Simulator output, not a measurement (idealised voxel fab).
Documented hereafter: the process module known as voxel self aligned contacts.
We display cut, a cross-section 235 nm in width whose square cells are each 5 nm.
Format of a cross-section: grid, square cells. Given as bands. Order: top down. Band: one or more rows of cells. The band entry comprises the height of the band's top followed by the height of its bottom, expressed in nm, and subsequently the band's materials from left to right, each stated together with its width in nm. Where a single material is marked with the word "edge to edge", that material fills the band from edge to edge. The word "empty" represents empty space. Counting heights begins at 0, where everything beneath is, in the wafer as received, one material. The lowest band has no bottom; it goes on downwards, as "top 0, no bottom" shows. You'd read "30->40" like this: the band's top row of cells is as wide as the first number, its bottom row is as wide as the second, and going down, every row changes width by the same amount as the row before did. When a step is marked "same as before", none of the cells in the cross-section changed during that step. "Enclosed internal cavities": empty spaces of 8 cells or more with no open way to the top, each given as width x height at distance, distance from the left edge, all in nm. Text after the settings on a step's line: the simulator's own remark on that step. On any step carrying a mask, the "overlay nm" setting, if present on the step's line, tells how far right of its planned place the mask lay; negative values point to the left. From here on the document is pairs. In a pair, the cross-section before one process step comes with the cross-section after it, and the latter goes no deeper than the lowest band that changed. What lies in between, the step and its settings, is written under the pair. A pair may be from a different run of this module on the same starting wafer than the pair above it, so it continues from that pair only where its entry headed "Before-step section" says so.
-- Before-step section
	top 60, bottom 50 | SiO2 55 nm | empty 50 nm | SiO2 20 nm | empty 50 nm | SiO2 60 nm
	top 50, bottom 30 | SiO2 15 nm | SiN 60 nm | empty 10 nm | SiN 60 nm | empty 10 nm | SiN 60 nm | SiO2 20 nm
	top 30, bottom 0 | SiO2 15 nm | SiN 10 nm | polySi 40 nm | SiN 10 nm | empty 10 nm | SiN 10 nm | polySi 40 nm | SiN 10 nm | empty 10 nm | SiN 10 nm | polySi 40 nm | SiN 10 nm | SiO2 20 nm
	top 0, bottom -5 | SiO2 75 nm | empty 10 nm | SiO2 60 nm | empty 10 nm | SiO2 80 nm
	top -5, no bottom | Si edge to edge
	Enclosed internal cavities: none
-- As Processed
	top 65, bottom 60 | TiN 60 nm | empty 40 nm | TiN 30 nm | empty 40 nm | TiN 65 nm
	top 60, bottom 55 | SiO2 55 nm | TiN 5 nm | empty 40 nm | TiN 5 nm | SiO2 20 nm | TiN 5 nm | empty 40 nm | TiN 5 nm | SiO2 60 nm
	top 55, bottom 50 | SiO2 55 nm | TiN 50 nm | SiO2 20 nm | TiN 50 nm | SiO2 60 nm
	top 50, bottom 30 | SiO2 15 nm | SiN 60 nm | TiN 10 nm | SiN 60 nm | TiN 10 nm | SiN 60 nm | SiO2 20 nm
	top 30, bottom 0 | SiO2 15 nm | SiN 10 nm | polySi 40 nm | SiN 10 nm | TiN 10 nm | SiN 10 nm | polySi 40 nm | SiN 10 nm | TiN 10 nm | SiN 10 nm | polySi 40 nm | SiN 10 nm | SiO2 20 nm
	top 0, bottom -5 | SiO2 75 nm | TiN 10 nm | SiO2 60 nm | TiN 10 nm | SiO2 80 nm
	Anything lower than -5 is untouched.
	Enclosed internal cavities: none
Step sandwiched between the two cross-sections above: CONFORMAL_DEP, material TiN, thk nm 5
Before-step section: refer to the pair immediately above; the cross-section shown after its step is the state before this one.
-- As Processed
	top 70, bottom 65 | W edge to edge
	top 65, bottom 60 | TiN 60 nm | W 40 nm | TiN 30 nm | W 40 nm | TiN 65 nm
	top 60, bottom 55 | SiO2 55 nm | TiN 5 nm | W 40 nm | TiN 5 nm | SiO2 20 nm | TiN 5 nm | W 40 nm | TiN 5 nm | SiO2 60 nm
	Anything lower than 55 is untouched.
	Enclosed internal cavities: none
Step sandwiched between the two cross-sections above: FILL_DEP, material W, thk nm 5
Before-step section: refer to the pair immediately above; the cross-section shown after its step is the state before this one.
-- As Processed
	top 60, bottom 55 | SiO2 55 nm | TiN 5 nm | W 40 nm | TiN 5 nm | SiO2 20 nm | TiN 5 nm | W 40 nm | TiN 5 nm | SiO2 60 nm
	Anything lower than 55 is untouched.
	Enclosed internal cavities: none
Step sandwiched between the two cross-sections above: CMP, height nm 60
Before-step section: refer to the pair immediately above; the cross-section shown after its step is the state before this one.
-- As Processed
	top 65, bottom 60 | SiCN edge to edge
	Anything lower than 60 is untouched.
	Enclosed internal cavities: none
Step sandwiched between the two cross-sections above: CONFORMAL_DEP, material SiCN, thk nm 5
-- Before-step section
	top 75, bottom 60 | aC edge to edge
	top 60, bottom 50 | SiO2 edge to edge
	top 50, bottom 30 | SiO2 20 nm | SiN 50 nm | SiO2 20 nm | SiN 50 nm | SiO2 20 nm | SiN 50 nm | SiO2 25 nm
	top 30, bottom 0 | SiO2 20 nm | SiN 10 nm | polySi 30 nm | SiN 10 nm | SiO2 20 nm | SiN 10 nm | polySi 30 nm | SiN 10 nm | SiO2 20 nm | SiN 10 nm | polySi 30 nm | SiN 10 nm | SiO2 25 nm
	top 0, bottom -5 | SiO2 edge to edge
	top -5, no bottom | Si edge to edge
	Enclosed internal cavities: none
-- As Processed
	top 105, bottom 75 | resist 60 nm | empty 50 nm | resist 20 nm | empty 50 nm | resist 55 nm
	Anything lower than 75 is untouched.
	Enclosed internal cavities: none
Step sandwiched between the two cross-sections above: PATTERN, tone open, mask id CONTACT, material resist, width nm 50, pitch nm 70, thk nm 30, overlay nm 5
Before-step section: refer to the pair immediately above; the cross-section shown after its step is the state before this one.
-- As Processed
	top 90, bottom 75 | resist 60 nm | empty 50 nm | resist 20 nm | empty 50 nm | resist 55 nm
	top 75, bottom 60 | aC 60 nm | empty 50 nm | aC 20 nm | empty 50 nm | aC 55 nm
	Anything lower than 60 is untouched.
	Enclosed internal cavities: none
Step sandwiched between the two cross-sections above: DIRECTIONAL_ETCH, etch materials aC, depth nm 15
Before-step section: refer to the pair immediately above; the cross-section shown after its step is the state before this one.
-- As Processed
	top 75, bottom 60 | aC 60 nm | empty 50 nm | aC 20 nm | empty 50 nm | aC 55 nm
	Anything lower than 60 is untouched.
	Enclosed internal cavities: none
Step sandwiched between the two cross-sections above: STRIP, etch materials resist
Before-step section: refer to the pair immediately above; the cross-section shown after its step is the state before this one.
-- As Processed
	top 75, bottom 60 | aC 60 nm | empty 50 nm | aC 20 nm | empty 50 nm | aC 55 nm
	top 60, bottom 50 | SiO2 60 nm | empty 50 nm | SiO2 20 nm | empty 50 nm | SiO2 55 nm
	top 50, bottom 30 | SiO2 20 nm | SiN 50 nm | empty 20 nm | SiN 50 nm | empty 20 nm | SiN 50 nm | SiO2 25 nm
	top 30, bottom 0 | SiO2 20 nm | SiN 10 nm | polySi 30 nm | SiN 10 nm | empty 20 nm | SiN 10 nm | polySi 30 nm | SiN 10 nm | empty 20 nm | SiN 10 nm | polySi 30 nm | SiN 10 nm | SiO2 25 nm
	top 0, bottom -5 | SiO2 70 nm | empty 20 nm | SiO2 50 nm | empty 20 nm | SiO2 75 nm
	Anything lower than -5 is untouched.
	Enclosed internal cavities: none
Step sandwiched between the two cross-sections above: DIRECTIONAL_ETCH, etch materials SiO2, depth nm 65
Before-step section: refer to the pair immediately above; the cross-section shown after its step is the state before this one.
-- As Processed
	top 60, bottom 50 | SiO2 60 nm | empty 50 nm | SiO2 20 nm | empty 50 nm | SiO2 55 nm
	Anything lower than 50 is untouched.
	Enclosed internal cavities: none
Step sandwiched between the two cross-sections above: STRIP, etch materials aC
Before-step section: refer to the pair immediately above; the cross-section shown after its step is the state before this one.
-- As Processed
	top 65, bottom 60 | TiN 65 nm | empty 40 nm | TiN 30 nm | empty 40 nm | TiN 60 nm
	top 60, bottom 50 | SiO2 60 nm | TiN 5->15 nm | empty 40->10 nm | TiN 5->25 nm | SiO2 20 nm | TiN 5->15 nm | empty 40->10 nm | TiN 5->25 nm | SiO2 55 nm
	top 50, bottom 30 | SiO2 20 nm | SiN 50 nm | TiN 5 nm | empty 10 nm | TiN 5 nm | SiN 50 nm | TiN 5 nm | empty 10 nm | TiN 5 nm | SiN 50 nm | SiO2 25 nm
	top 30, bottom 0 | SiO2 20 nm | SiN 10 nm | polySi 30 nm | SiN 10 nm | TiN 5 nm | empty 10 nm | TiN 5 nm | SiN 10 nm | polySi 30 nm | SiN 10 nm | TiN 5 nm | empty 10 nm | TiN 5 nm | SiN 10 nm | polySi 30 nm | SiN 10 nm | SiO2 25 nm
	top 0, bottom -5 | SiO2 70 nm | TiN 20 nm | SiO2 50 nm | TiN 20 nm | SiO2 75 nm
	Anything lower than -5 is untouched.
	Enclosed internal cavities: none
Step sandwiched between the two cross-sections above: CONFORMAL_DEP, material TiN, thk nm 5
Before-step section: refer to the pair immediately above; the cross-section shown after its step is the state before this one.
-- As Processed
	top 70, bottom 65 | W edge to edge
	top 65, bottom 60 | TiN 65 nm | W 40 nm | TiN 30 nm | W 40 nm | TiN 60 nm
	top 60, bottom 50 | SiO2 60 nm | TiN 5->15 nm | W 40->10 nm | TiN 5->25 nm | SiO2 20 nm | TiN 5->15 nm | W 40->10 nm | TiN 5->25 nm | SiO2 55 nm
	top 50, bottom 30 | SiO2 20 nm | SiN 50 nm | TiN 5 nm | W 10 nm | TiN 5 nm | SiN 50 nm | TiN 5 nm | W 10 nm | TiN 5 nm | SiN 50 nm | SiO2 25 nm
	top 30, bottom 0 | SiO2 20 nm | SiN 10 nm | polySi 30 nm | SiN 10 nm | TiN 5 nm | W 10 nm | TiN 5 nm | SiN 10 nm | polySi 30 nm | SiN 10 nm | TiN 5 nm | W 10 nm | TiN 5 nm | SiN 10 nm | polySi 30 nm | SiN 10 nm | SiO2 25 nm
	Anything lower than 0 is untouched.
	Enclosed internal cavities: none
Step sandwiched between the two cross-sections above: FILL_DEP, material W, thk nm 5
Before-step section: refer to the pair immediately above; the cross-section shown after its step is the state before this one.
-- As Processed
	top 60, bottom 50 | SiO2 60 nm | TiN 5->15 nm | W 40->10 nm | TiN 5->25 nm | SiO2 20 nm | TiN 5->15 nm | W 40->10 nm | TiN 5->25 nm | SiO2 55 nm
	Anything lower than 50 is untouched.
	Enclosed internal cavities: none
Step sandwiched between the two cross-sections above: CMP, height nm 60
Before-step section: refer to the pair immediately above; the cross-section shown after its step is the state before this one.
-- As Processed
	top 65, bottom 60 | SiCN edge to edge
	Anything lower than 60 is untouched.
	Enclosed internal cavities: none
Step sandwiched between the two cross-sections above: CONFORMAL_DEP, material SiCN, thk nm 5
-- Before-step section
	top 0, bottom -5 | SiO2 edge to edge
	top -5, no bottom | Si edge to edge
	Enclosed internal cavities: none
-- As Processed
	top 30, bottom 0 | W edge to edge
	Anything lower than 0 is untouched.
	Enclosed internal cavities: none
Step sandwiched between the two cross-sections above: DIRECTIONAL_DEP, material W, thk nm 30
Before-step section: refer to the pair immediately above; the cross-section shown after its step is the state before this one.
-- As Processed
	top 50, bottom 30 | SiN edge to edge
	Anything lower than 30 is untouched.
	Enclosed internal cavities: none
Step sandwiched between the two cross-sections above: DIRECTIONAL_DEP, material SiN, thk nm 20
Before-step section: refer to the pair immediately above; the cross-section shown after its step is the state before this one.
-- As Processed
	top 65, bottom 50 | empty 30 nm | resist 30 nm | empty 40 nm | resist 30 nm | empty 40 nm | resist 30 nm | empty 35 nm
	Anything lower than 50 is untouched.
	Enclosed internal cavities: none
Step sandwiched between the two cross-sections above: PATTERN, tone cover, mask id GATE, material resist, width nm 30, pitch nm 70, thk nm 15, overlay nm 0
Before-step section: refer to the pair immediately above; the cross-section shown after its step is the state before this one.
-- As Processed
	top 65, bottom 50 | empty 30 nm | resist 30 nm | empty 40 nm | resist 30 nm | empty 40 nm | resist 30 nm | empty 35 nm
	top 50, bottom 30 | empty 30 nm | SiN 30 nm | empty 40 nm | SiN 30 nm | empty 40 nm | SiN 30 nm | empty 35 nm
	Anything lower than 30 is untouched.
	Enclosed internal cavities: none
Step sandwiched between the two cross-sections above: DIRECTIONAL_ETCH, etch materials SiN, depth nm 20
Before-step section: refer to the pair immediately above; the cross-section shown after its step is the state before this one.
-- As Processed
	top 50, bottom 30 | empty 30 nm | SiN 30 nm | empty 40 nm | SiN 30 nm | empty 40 nm | SiN 30 nm | empty 35 nm
	Anything lower than 30 is untouched.
	Enclosed internal cavities: none
Step sandwiched between the two cross-sections above: STRIP, etch materials resist
Before-step section: refer to the pair immediately above; the cross-section shown after its step is the state before this one.
-- As Processed
	top 60, bottom 40 | empty 20 nm | SiN 50 nm | empty 20 nm | SiN 50 nm | empty 20 nm | SiN 50 nm | empty 25 nm
	top 40, bottom 30 | SiN edge to edge
	Anything lower than 30 is untouched.
	Enclosed internal cavities: none
Step sandwiched between the two cross-sections above: CONFORMAL_DEP, material SiN, thk nm 10
Before-step section: refer to the pair immediately above; the cross-section shown after its step is the state before this one.
-- As Processed
	top 50, bottom 30 | empty 20 nm | SiN 50 nm | empty 20 nm | SiN 50 nm | empty 20 nm | SiN 50 nm | empty 25 nm
	Anything lower than 30 is untouched.
	Enclosed internal cavities: none
Step sandwiched between the two cross-sections above: DIRECTIONAL_ETCH, etch materials SiN, depth nm 10
Before-step section: refer to the pair immediately above; the cross-section shown after its step is the state before this one.
-- As Processed
	top 70, bottom 50 | SiO2 edge to edge
	top 50, bottom 30 | SiO2 20 nm | SiN 50 nm | SiO2 20 nm | SiN 50 nm | SiO2 20 nm | SiN 50 nm | SiO2 25 nm
	Anything lower than 30 is untouched.
	Enclosed internal cavities: none
Step sandwiched between the two cross-sections above: FILL_DEP, material SiO2, thk nm 20
Before-step section: refer to the pair immediately above; the cross-section shown after its step is the state before this one.
-- As Processed
	top 60, bottom 50 | SiO2 edge to edge
	Anything lower than 50 is untouched.
	Enclosed internal cavities: none
Step sandwiched between the two cross-sections above: CMP, height nm 60
Before-step section: refer to the pair immediately above; the cross-section shown after its step is the state before this one.
-- As Processed
	top 75, bottom 60 | aC edge to edge
	Anything lower than 60 is untouched.
	Enclosed internal cavities: none
Step sandwiched between the two cross-sections above: DIRECTIONAL_DEP, material aC, thk nm 15
Before-step section: refer to the pair immediately above; the cross-section shown after its step is the state before this one.
-- As Processed
	top 105, bottom 75 | resist 55 nm | empty 50 nm | resist 20 nm | empty 50 nm | resist 60 nm
	Anything lower than 75 is untouched.
	Enclosed internal cavities: none
Step sandwiched between the two cross-sections above: PATTERN, tone open, mask id CONTACT, material resist, width nm 50, pitch nm 70, thk nm 30, overlay nm 0
Before-step section: refer to the pair immediately above; the cross-section shown after its step is the state before this one.
-- As Processed
	top 90, bottom 75 | resist 55 nm | empty 50 nm | resist 20 nm | empty 50 nm | resist 60 nm
	top 75, bottom 60 | aC 55 nm | empty 50 nm | aC 20 nm | empty 50 nm | aC 60 nm
	Anything lower than 60 is untouched.
	Enclosed internal cavities: none
Step sandwiched between the two cross-sections above: DIRECTIONAL_ETCH, etch materials aC, depth nm 15
Before-step section: refer to the pair immediately above; the cross-section shown after its step is the state before this one.
-- As Processed
	top 75, bottom 60 | aC 55 nm | empty 50 nm | aC 20 nm | empty 50 nm | aC 60 nm
	Anything lower than 60 is untouched.
	Enclosed internal cavities: none
Step sandwiched between the two cross-sections above: STRIP, etch materials resist
Before-step section: refer to the pair immediately above; the cross-section shown after its step is the state before this one.
-- As Processed
	top 75, bottom 60 | aC 55 nm | empty 50 nm | aC 20 nm | empty 50 nm | aC 60 nm
	top 60, bottom 50 | SiO2 55 nm | empty 50 nm | SiO2 20 nm | empty 50 nm | SiO2 60 nm
	top 50, bottom 30 | SiO2 20 nm | SiN 50 nm | empty 20 nm | SiN 50 nm | empty 20 nm | SiN 50 nm | SiO2 25 nm
	Anything lower than 30 is untouched.
	Enclosed internal cavities: none
Step sandwiched between the two cross-sections above: DIRECTIONAL_ETCH, etch materials SiO2, depth nm 65
Before-step section: refer to the pair immediately above; the cross-section shown after its step is the state before this one.
-- As Processed
	top 60, bottom 50 | SiO2 55 nm | empty 50 nm | SiO2 20 nm | empty 50 nm | SiO2 60 nm
	Anything lower than 50 is untouched.
	Enclosed internal cavities: none
Step sandwiched between the two cross-sections above: STRIP, etch materials aC
Before-step section: refer to the pair immediately above; the cross-section shown after its step is the state before this one.
-- As Processed
	top 65, bottom 60 | TiN 60 nm | empty 40 nm | TiN 30 nm | empty 40 nm | TiN 65 nm
	top 60, bottom 50 | SiO2 55 nm | TiN 5->20 nm | empty 40->10 nm | TiN 5->20 nm | SiO2 20 nm | TiN 5->20 nm | empty 40->10 nm | TiN 5->20 nm | SiO2 60 nm
	top 50, bottom 35 | SiO2 20 nm | SiN 50 nm | TiN 5 nm | empty 10 nm | TiN 5 nm | SiN 50 nm | TiN 5 nm | empty 10 nm | TiN 5 nm | SiN 50 nm | SiO2 25 nm
	top 35, bottom 30 | SiO2 20 nm | SiN 50 nm | TiN 20 nm | SiN 50 nm | TiN 20 nm | SiN 50 nm | SiO2 25 nm
	Anything lower than 30 is untouched.
	Enclosed internal cavities: none
Step sandwiched between the two cross-sections above: CONFORMAL_DEP, material TiN, thk nm 5
Before-step section: refer to the pair immediately above; the cross-section shown after its step is the state before this one.
-- As Processed
	top 70, bottom 65 | W edge to edge
	top 65, bottom 60 | TiN 60 nm | W 40 nm | TiN 30 nm | W 40 nm | TiN 65 nm
	top 60, bottom 50 | SiO2 55 nm | TiN 5->20 nm | W 40->10 nm | TiN 5->20 nm | SiO2 20 nm | TiN 5->20 nm | W 40->10 nm | TiN 5->20 nm | SiO2 60 nm
	top 50, bottom 35 | SiO2 20 nm | SiN 50 nm | TiN 5 nm | W 10 nm | TiN 5 nm | SiN 50 nm | TiN 5 nm | W 10 nm | TiN 5 nm | SiN 50 nm | SiO2 25 nm
	Anything lower than 35 is untouched.
	Enclosed internal cavities: none
Step sandwiched between the two cross-sections above: FILL_DEP, material W, thk nm 5
Before-step section: refer to the pair immediately above; the cross-section shown after its step is the state before this one.
-- As Processed
	top 60, bottom 50 | SiO2 55 nm | TiN 5->20 nm | W 40->10 nm | TiN 5->20 nm | SiO2 20 nm | TiN 5->20 nm | W 40->10 nm | TiN 5->20 nm | SiO2 60 nm
	Anything lower than 50 is untouched.
	Enclosed internal cavities: none
Step sandwiched between the two cross-sections above: CMP, height nm 60
Before-step section: refer to the pair immediately above; the cross-section shown after its step is the state before this one.
-- As Processed
	top 65, bottom 60 | SiCN edge to edge
	Anything lower than 60 is untouched.
	Enclosed internal cavities: none
Step sandwiched between the two cross-sections above: CONFORMAL_DEP, material SiCN, thk nm 5
-- Before-step section
	top 75, bottom 60 | aC edge to edge
	top 60, bottom 50 | SiO2 edge to edge
	top 50, bottom 30 | SiO2 20 nm | SiN 50 nm | SiO2 20 nm | SiN 50 nm | SiO2 20 nm | SiN 50 nm | SiO2 25 nm
	top 30, bottom 0 | SiO2 20 nm | SiN 10 nm | polySi 30 nm | SiN 10 nm | SiO2 20 nm | SiN 10 nm | polySi 30 nm | SiN 10 nm | SiO2 20 nm | SiN 10 nm | polySi 30 nm | SiN 10 nm | SiO2 25 nm
	top 0, bottom -5 | SiO2 edge to edge
	top -5, no bottom | Si edge to edge
	Enclosed internal cavities: none
-- As Processed
	top 105, bottom 75 | empty 55 nm | resist 50 nm | empty 20 nm | resist 50 nm | empty 60 nm
	Anything lower than 75 is untouched.
	Enclosed internal cavities: none
Step sandwiched between the two cross-sections above: PATTERN, tone cover, mask id CONTACT, material resist, width nm 50, pitch nm 70, thk nm 30, overlay nm 0
Before-step section: refer to the pair immediately above; the cross-section shown after its step is the state before this one.
-- As Processed
	top 90, bottom 75 | empty 55 nm | resist 50 nm | empty 20 nm | resist 50 nm | empty 60 nm
	top 75, bottom 60 | empty 55 nm | aC 50 nm | empty 20 nm | aC 50 nm | empty 60 nm
	Anything lower than 60 is untouched.
	Enclosed internal cavities: none
Step sandwiched between the two cross-sections above: DIRECTIONAL_ETCH, etch materials aC, depth nm 15
Before-step section: refer to the pair immediately above; the cross-section shown after its step is the state before this one.
-- As Processed
	top 75, bottom 60 | empty 55 nm | aC 50 nm | empty 20 nm | aC 50 nm | empty 60 nm
	Anything lower than 60 is untouched.
	Enclosed internal cavities: none
Step sandwiched between the two cross-sections above: STRIP, etch materials resist
Before-step section: refer to the pair immediately above; the cross-section shown after its step is the state before this one.
-- As Processed
	top 75, bottom 60 | empty 55 nm | aC 50 nm | empty 20 nm | aC 50 nm | empty 60 nm
	top 60, bottom 50 | empty 55 nm | SiO2 50 nm | empty 20 nm | SiO2 50 nm | empty 60 nm
	top 50, bottom 30 | empty 20 nm | SiN 50 nm | SiO2 20 nm | SiN 50 nm | SiO2 20 nm | SiN 50 nm | empty 25 nm
	top 30, bottom 0 | empty 20 nm | SiN 10 nm | polySi 30 nm | SiN 10 nm | SiO2 20 nm | SiN 10 nm | polySi 30 nm | SiN 10 nm | SiO2 20 nm | SiN 10 nm | polySi 30 nm | SiN 10 nm | empty 25 nm
	top 0, bottom -5 | empty 20 nm | SiO2 190 nm | empty 25 nm
	Anything lower than -5 is untouched.
	Enclosed internal cavities: none
Step sandwiched between the two cross-sections above: DIRECTIONAL_ETCH, etch materials SiO2, depth nm 65
Before-step section: refer to the pair immediately above; the cross-section shown after its step is the state before this one.
-- As Processed
	top 60, bottom 50 | empty 55 nm | SiO2 50 nm | empty 20 nm | SiO2 50 nm | empty 60 nm
	Anything lower than 50 is untouched.
	Enclosed internal cavities: none
Step sandwiched between the two cross-sections above: STRIP, etch materials aC
Before-step section: refer to the pair immediately above; the cross-section shown after its step is the state before this one.
-- As Processed
	top 65, bottom 60 | empty 50 nm | TiN 60 nm | empty 10 nm | TiN 60 nm | empty 55 nm
	top 60, bottom 55 | empty 50 nm | TiN 5 nm | SiO2 50 nm | TiN 5 nm | empty 10 nm | TiN 5 nm | SiO2 50 nm | TiN 5 nm | empty 55 nm
	top 55, bottom 50 | empty 15 nm | TiN 40 nm | SiO2 50 nm | TiN 20 nm | SiO2 50 nm | TiN 40 nm | empty 20 nm
	top 50, bottom 30 | empty 15 nm | TiN 5 nm | SiN 50 nm | SiO2 20 nm | SiN 50 nm | SiO2 20 nm | SiN 50 nm | TiN 5 nm | empty 20 nm
	top 30, bottom 0 | empty 15 nm | TiN 5 nm | SiN 10 nm | polySi 30 nm | SiN 10 nm | SiO2 20 nm | SiN 10 nm | polySi 30 nm | SiN 10 nm | SiO2 20 nm | SiN 10 nm | polySi 30 nm | SiN 10 nm | TiN 5 nm | empty 20 nm
	top 0, bottom -5 | TiN 20 nm | SiO2 190 nm | TiN 25 nm
	Anything lower than -5 is untouched.
	Enclosed internal cavities: none
Step sandwiched between the two cross-sections above: CONFORMAL_DEP, material TiN, thk nm 5
Before-step section: refer to the pair immediately above; the cross-section shown after its step is the state before this one.
-- As Processed
	top 70, bottom 65 | W edge to edge
	top 65, bottom 60 | W 50 nm | TiN 60 nm | W 10 nm | TiN 60 nm | W 55 nm
	top 60, bottom 55 | W 50 nm | TiN 5 nm | SiO2 50 nm | TiN 5 nm | W 10 nm | TiN 5 nm | SiO2 50 nm | TiN 5 nm | W 55 nm
	top 55, bottom 50 | W 15 nm | TiN 40 nm | SiO2 50 nm | TiN 20 nm | SiO2 50 nm | TiN 40 nm | W 20 nm
	top 50, bottom 30 | W 15 nm | TiN 5 nm | SiN 50 nm | SiO2 20 nm | SiN 50 nm | SiO2 20 nm | SiN 50 nm | TiN 5 nm | W 20 nm
	top 30, bottom 0 | W 15 nm | TiN 5 nm | SiN 10 nm | polySi 30 nm | SiN 10 nm | SiO2 20 nm | SiN 10 nm | polySi 30 nm | SiN 10 nm | SiO2 20 nm | SiN 10 nm | polySi 30 nm | SiN 10 nm | TiN 5 nm | W 20 nm
	Anything lower than 0 is untouched.
	Enclosed internal cavities: none
Step sandwiched between the two cross-sections above: FILL_DEP, material W, thk nm 5
Before-step section: refer to the pair immediately above; the cross-section shown after its step is the state before this one.
-- As Processed
	top 60, bottom 55 | W 50 nm | TiN 5 nm | SiO2 50 nm | TiN 5 nm | W 10 nm | TiN 5 nm | SiO2 50 nm | TiN 5 nm | W 55 nm
	Anything lower than 55 is untouched.
	Enclosed internal cavities: none
Step sandwiched between the two cross-sections above: CMP, height nm 60
Before-step section: refer to the pair immediately above; the cross-section shown after its step is the state before this one.
-- As Processed
	top 65, bottom 60 | SiCN edge to edge
	Anything lower than 60 is untouched.
	Enclosed internal cavities: none
Step sandwiched between the two cross-sections above: CONFORMAL_DEP, material SiCN, thk nm 5
